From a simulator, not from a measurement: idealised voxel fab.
process module | voxel spacer lines
cross-section cut | 255 nm wide | cells 5 nm
A cross-section is a grid of square cells, given in bands from the top down. A band is one or more rows of cells.
Each band's line starts with the height of the band's top and of its bottom, in nm. Then come its materials from left to right, each with its width in nm. One material with "throughout" fills the band from edge to edge. "air" is empty space.
Height 0 is the level under which the wafer as received is all one material. The lowest band goes on downwards, as in "0 down".
A width such as "30 to 40" changes by the same amount from each row of cells to the next, from the band's top row to its bottom row.
"no change" after a step means that no cell of the cross-section changed.
closed voids: empty space of 8 cells or more with no open way to the top, each as width x height at its distance from the left edge, in nm
after a step's settings: what the simulator itself notes on the step
overlay nm, on a step with a mask: how far to the right of its planned place the mask lay; to the left if negative
plan
1 op RECEIVE | material Si
2 op CONFORMAL_DEP | material Al2O3 | thk nm 10
3 op DIRECTIONAL_DEP | material polySi | thk nm 15
4 op DIRECTIONAL_DEP | material aC | thk nm 20
5 op PATTERN | tone cover | mask id MANDREL | material resist | width nm 25 | pitch nm 70 | thk nm 25 | overlay nm 0
6 op DIRECTIONAL_ETCH | etch materials aC | depth nm 20
7 op STRIP | etch materials resist
8 op CONFORMAL_DEP | material SiO2 | thk nm 10
9 op DIRECTIONAL_ETCH | etch materials SiO2 | depth nm 10
10 op STRIP | etch materials aC
11 op DIRECTIONAL_ETCH | etch materials polySi | depth nm 15
12 op STRIP | etch materials SiO2
13 op FILL_DEP | material lowk | thk nm 10
14 op CMP | height nm 25
first wafer, as planned
as received, after step 1
  0 down: Si throughout
  closed voids: none
after step 2
  10 to 0: Al2O3 throughout
  below 0: unchanged
after step 3
  25 to 10: polySi throughout
  below 10: unchanged
after step 4
  45 to 25: aC throughout
  below 25: unchanged
after step 5
  70 to 45: air 80 | resist 25 | air 45 | resist 25 | air 80
  below 45: unchanged
after step 6
  50 to 45: air 80 | resist 25 | air 45 | resist 25 | air 80
  45 to 25: air 80 | aC 25 | air 45 | aC 25 | air 80
  below 25: unchanged
after step 7
  45 to 25: air 80 | aC 25 | air 45 | aC 25 | air 80
  below 25: unchanged
after step 8
  55 to 45: air 70 | SiO2 45 | air 25 | SiO2 45 | air 70
  45 to 35: air 70 | SiO2 10 | aC 25 | SiO2 10 | air 25 | SiO2 10 | aC 25 | SiO2 10 | air 70
  35 to 25: SiO2 80 | aC 25 | SiO2 45 | aC 25 | SiO2 80
  below 25: unchanged
after step 9
  45 to 25: air 70 | SiO2 10 | aC 25 | SiO2 10 | air 25 | SiO2 10 | aC 25 | SiO2 10 | air 70
  below 25: unchanged
after step 10
  45 to 25: air 70 | SiO2 10 | air 25 | SiO2 10 | air 25 | SiO2 10 | air 25 | SiO2 10 | air 70
  below 25: unchanged
after step 11
  45 to 25: air 70 | SiO2 10 | air 25 | SiO2 10 | air 25 | SiO2 10 | air 25 | SiO2 10 | air 70
  25 to 10: air 70 | polySi 10 | air 25 | polySi 10 | air 25 | polySi 10 | air 25 | polySi 10 | air 70
  below 10: unchanged
after step 12
  25 to 10: air 70 | polySi 10 | air 25 | polySi 10 | air 25 | polySi 10 | air 25 | polySi 10 | air 70
  below 10: unchanged
after step 13
  35 to 25: lowk throughout
  25 to 10: lowk 70 | polySi 10 | lowk 25 | polySi 10 | lowk 25 | polySi 10 | lowk 25 | polySi 10 | lowk 70
  below 10: unchanged
after step 14
  25 to 10: lowk 70 | polySi 10 | lowk 25 | polySi 10 | lowk 25 | polySi 10 | lowk 25 | polySi 10 | lowk 70
  below 10: unchanged
second wafer: like start, like plan, one mistake. Through step 4 it matches the first wafer
when step 5 should have ended
  70 to 45: air 80 | resist 30 | air 40 | resist 30 | air 75
  below 45: unchanged
when step 6 should have ended
  50 to 45: air 80 | resist 30 | air 40 | resist 30 | air 75
  45 to 25: air 80 | aC 30 | air 40 | aC 30 | air 75
  below 25: unchanged
when step 7 should have ended
  45 to 25: air 80 | aC 30 | air 40 | aC 30 | air 75
  below 25: unchanged
when step 8 should have ended
  55 to 45: air 70 | SiO2 50 | air 20 | SiO2 50 | air 65
  45 to 35: air 70 | SiO2 10 | aC 30 | SiO2 10 | air 20 | SiO2 10 | aC 30 | SiO2 10 | air 65
  35 to 25: SiO2 80 | aC 30 | SiO2 40 | aC 30 | SiO2 75
  below 25: unchanged
when step 9 should have ended
  45 to 25: air 70 | SiO2 10 | aC 30 | SiO2 10 | air 20 | SiO2 10 | aC 30 | SiO2 10 | air 65
  below 25: unchanged
when step 10 should have ended
  45 to 25: air 70 | SiO2 10 | air 30 | SiO2 10 | air 20 | SiO2 10 | air 30 | SiO2 10 | air 65
  below 25: unchanged
when step 11 should have ended
  45 to 25: air 70 | SiO2 10 | air 30 | SiO2 10 | air 20 | SiO2 10 | air 30 | SiO2 10 | air 65
  25 to 10: air 70 | polySi 10 | air 30 | polySi 10 | air 20 | polySi 10 | air 30 | polySi 10 | air 65
  below 10: unchanged
when step 12 should have ended
  25 to 10: air 70 | polySi 10 | air 30 | polySi 10 | air 20 | polySi 10 | air 30 | polySi 10 | air 65
  below 10: unchanged
when step 13 should have ended
  35 to 25: lowk throughout
  25 to 10: lowk 70 | polySi 10 | lowk 30 | polySi 10 | lowk 20 | polySi 10 | lowk 30 | polySi 10 | lowk 65
  below 10: unchanged
when step 14 should have ended
  25 to 10: lowk 70 | polySi 10 | lowk 30 | polySi 10 | lowk 20 | polySi 10 | lowk 30 | polySi 10 | lowk 65
  below 10: unchanged
what went wrong: step 5 ran as: op PATTERN | tone cover | mask id MANDREL | material resist | width nm 30 | pitch nm 70 | thk nm 25 | overlay nm 0
at the end the second wafer has, in cells: as many of each material as the first, in other places
